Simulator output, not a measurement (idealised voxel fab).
Process module name: voxel wiring stack
Section cut is 260 nm wide and gridded with 5 nm square cells.
Think of the cross-section as a grid of square cells. We describe it in bands, top to bottom, and each band covers one or more rows of those cells. The band entry comprises the height of the band's top followed by the height of its bottom, expressed in nm, and subsequently the band's materials from left to right, each stated together with its width in nm. Where a single material is marked with the word "everywhere", that material fills the band from edge to edge. The word "empty" represents empty space. Where do heights start? At 0: under that level the wafer as delivered is made of one material only. And the lowest band has no floor; it just carries on downward, as in "0 -> down". Top row gets the first number, bottom row gets the second, and each row in between changes by the same step: that is how a band width like "30 to 40" works. When a step is marked "no modifications", none of the cells in the cross-section changed during that step. Heads up: "Sealed voids" only lists the empty pockets with no open path to the top that are 8 cells or more, and it writes them as width x height at distance, distance from the left edge, in nm. Post-settings text on a step line: simulator's own remark regarding the step. "overlay nm" denotes, for a step that has a mask, the displacement of the mask to the right of its planned place, with negative values corresponding to the left.

Process steps (planned):
- 1: op RECEIVE | material Si
- 2: op CONFORMAL_DEP | material SiO2 | thk nm 10
- 3: op CONFORMAL_DEP | material SiCN | thk nm 5
- 4: op DIRECTIONAL_DEP | material SiO2 | thk nm 25
- 5: op MASKED_ETCH | tone open | mask id METAL_1 | width nm 30 | pitch nm 55 | etch materials SiO2 | depth nm 25 | overlay nm 0
- 6: op MASKED_ETCH | tone open | mask id METAL_1 | width nm 30 | pitch nm 55 | etch materials SiCN | depth nm 5 | overlay nm 0
- 7: op CONFORMAL_DEP | material TiN | thk nm 5
- 8: op FILL_DEP | material Cu | thk nm 5
- 9: op CMP | height nm 40
- 10: op CONFORMAL_DEP | material SiCN | thk nm 5
- 11: op DIRECTIONAL_DEP | material SiO2 | thk nm 35
- 12: op PATTERN | tone open | mask id METAL_2_HOLES | material resist | width nm 15 | pitch nm 55 | thk nm 15 | overlay nm 0
- 13: op DIRECTIONAL_ETCH | etch materials SiO2 | depth nm 35
- 14: op STRIP | etch materials resist
- 15: op PATTERN | tone open | mask id METAL_2 | material resist | width nm 30 | pitch nm 55 | thk nm 20 | overlay nm 0
- 16: op DIRECTIONAL_ETCH | etch materials SiO2 | depth nm 20
- 17: op DIRECTIONAL_ETCH | etch materials SiCN | depth nm 5
- 18: op STRIP | etch materials resist
- 19: op CONFORMAL_DEP | material TiN | thk nm 5
- 20: op FILL_DEP | material Ru | thk nm 5
- 21: op CMP | height nm 80
- 22: op CONFORMAL_DEP | material SiCN | thk nm 5
- 23: op DIRECTIONAL_DEP | material SiO2 | thk nm 25
- 24: op PATTERN | tone open | mask id METAL_3 | material resist | width nm 30 | pitch nm 55 | thk nm 15 | overlay nm 0
- 25: op DIRECTIONAL_ETCH | etch materials SiO2 | depth nm 15
- 26: op STRIP | etch materials resist
- 27: op PATTERN | tone open | mask id METAL_3_HOLES | material resist | width nm 15 | pitch nm 55 | thk nm 20 | overlay nm 0
- 28: op DIRECTIONAL_ETCH | etch materials SiO2 | depth nm 10
- 29: op DIRECTIONAL_ETCH | etch materials SiCN | depth nm 5
- 30: op STRIP | etch materials resist
- 31: op CONFORMAL_DEP | material TiN | thk nm 5
- 32: op FILL_DEP | material Ru | thk nm 5
- 33: op CMP | height nm 110
- 34: op CONFORMAL_DEP | material SiCN | thk nm 5

As-received wafer cross-section (after step 1):
* 0 -> down | Si everywhere
* Sealed voids: none

First of two wafers, end-of-module section, run followed plan:
* 115 -> 110 | SiCN everywhere
* 110 -> 100 | 30 of SiO2  5 of TiN  20 of Ru  5 of TiN  25 of SiO2  5 of TiN  20 of Ru  5 of TiN  25 of SiO2  5 of TiN  20 of Ru  5 of TiN  25 of SiO2  5 of TiN  20 of Ru  5 of TiN  35 of SiO2
* 100 -> 95 | 30 of SiO2  5 of TiN  5 of Ru  20 of TiN  25 of SiO2  5 of TiN  5 of Ru  20 of TiN  25 of SiO2  5 of TiN  5 of Ru  20 of TiN  25 of SiO2  5 of TiN  5 of Ru  20 of TiN  35 of SiO2
* 95 -> 85 | 30 of SiO2  5 of TiN  5 of Ru  5 of TiN  40 of SiO2  5 of TiN  5 of Ru  5 of TiN  40 of SiO2  5 of TiN  5 of Ru  5 of TiN  40 of SiO2  5 of TiN  5 of Ru  5 of TiN  50 of SiO2
* 85 -> 80 | 30 of SiCN  15 of TiN  40 of SiCN  15 of TiN  40 of SiCN  15 of TiN  40 of SiCN  15 of TiN  50 of SiCN
* 80 -> 65 | 30 of SiO2  5 of TiN  20 of Ru  5 of TiN  25 of SiO2  5 of TiN  20 of Ru  5 of TiN  25 of SiO2  5 of TiN  20 of Ru  5 of TiN  25 of SiO2  5 of TiN  20 of Ru  5 of TiN  35 of SiO2
* 65 -> 60 | 30 of SiO2  5 of TiN  5 of Ru  20 of TiN  25 of SiO2  5 of TiN  5 of Ru  20 of TiN  25 of SiO2  5 of TiN  5 of Ru  20 of TiN  25 of SiO2  5 of TiN  5 of Ru  20 of TiN  35 of SiO2
* 60 -> 45 | 30 of SiO2  5 of TiN  5 of Ru  5 of TiN  40 of SiO2  5 of TiN  5 of Ru  5 of TiN  40 of SiO2  5 of TiN  5 of Ru  5 of TiN  40 of SiO2  5 of TiN  5 of Ru  5 of TiN  50 of SiO2
* 45 -> 40 | 30 of SiCN  15 of TiN  40 of SiCN  15 of TiN  40 of SiCN  15 of TiN  40 of SiCN  15 of TiN  50 of SiCN
* 40 -> 15 | 30 of SiO2  5 of TiN  20 of Cu  5 of TiN  25 of SiO2  5 of TiN  20 of Cu  5 of TiN  25 of SiO2  5 of TiN  20 of Cu  5 of TiN  25 of SiO2  5 of TiN  20 of Cu  5 of TiN  35 of SiO2
* 15 -> 10 | 30 of SiCN  30 of TiN  25 of SiCN  30 of TiN  25 of SiCN  30 of TiN  25 of SiCN  30 of TiN  35 of SiCN
* 10 -> 0 | SiO2 everywhere
* 0 -> down | Si everywhere
* Sealed voids: none

Presented here is a cross-section of the second of the two wafers as it stood at the end of the module. It was started in the same manner and assigned the same plan as the first wafer; however, one mistake was made in its execution:
* 115 -> 110 | SiCN everywhere
* 110 -> 100 | 30 of SiO2  5 of TiN  20 of Ru  5 of TiN  25 of SiO2  5 of TiN  20 of Ru  5 of TiN  25 of SiO2  5 of TiN  20 of Ru  5 of TiN  25 of SiO2  5 of TiN  20 of Ru  5 of TiN  35 of SiO2
* 100 -> 95 | 30 of SiO2  5 of TiN  5 of Ru  20 of TiN  25 of SiO2  5 of TiN  5 of Ru  20 of TiN  25 of SiO2  5 of TiN  5 of Ru  20 of TiN  25 of SiO2  5 of TiN  5 of Ru  20 of TiN  35 of SiO2
* 95 -> 85 | 30 of SiO2  5 of TiN  5 of Ru  5 of TiN  40 of SiO2  5 of TiN  5 of Ru  5 of TiN  40 of SiO2  5 of TiN  5 of Ru  5 of TiN  40 of SiO2  5 of TiN  5 of Ru  5 of TiN  50 of SiO2
* 85 -> 80 | 30 of SiCN  15 of TiN  40 of SiCN  15 of TiN  40 of SiCN  15 of TiN  40 of SiCN  15 of TiN  50 of SiCN
* 80 -> 65 | 30 of SiO2  5 of TiN  5 of Ru  5 of TiN  40 of SiO2  5 of TiN  5 of Ru  5 of TiN  40 of SiO2  5 of TiN  5 of Ru  5 of TiN  40 of SiO2  5 of TiN  5 of Ru  5 of TiN  50 of SiO2
* 65 -> 60 | 30 of SiO2  15 of TiN  40 of SiO2  15 of TiN  40 of SiO2  15 of TiN  40 of SiO2  15 of TiN  50 of SiO2
* 60 -> 45 | SiO2 everywhere
* 45 -> 40 | SiCN everywhere
* 40 -> 15 | 30 of SiO2  5 of TiN  20 of Cu  5 of TiN  25 of SiO2  5 of TiN  20 of Cu  5 of TiN  25 of SiO2  5 of TiN  20 of Cu  5 of TiN  25 of SiO2  5 of TiN  20 of Cu  5 of TiN  35 of SiO2
* 15 -> 10 | 30 of SiCN  30 of TiN  25 of SiCN  30 of TiN  25 of SiCN  30 of TiN  25 of SiCN  30 of TiN  35 of SiCN
* 10 -> 0 | SiO2 everywhere
* 0 -> down | Si everywhere
* Sealed voids: none
It is concluded that the wafer was processed incorrectly with respect to the plan, in that plan step 11 was twice executed
Count the cells at the end and the second wafer has more or fewer of some materials than the first: Ru: 52 fewer; SiCN: 12 more; SiO2: 84 more; TiN: 44 fewer
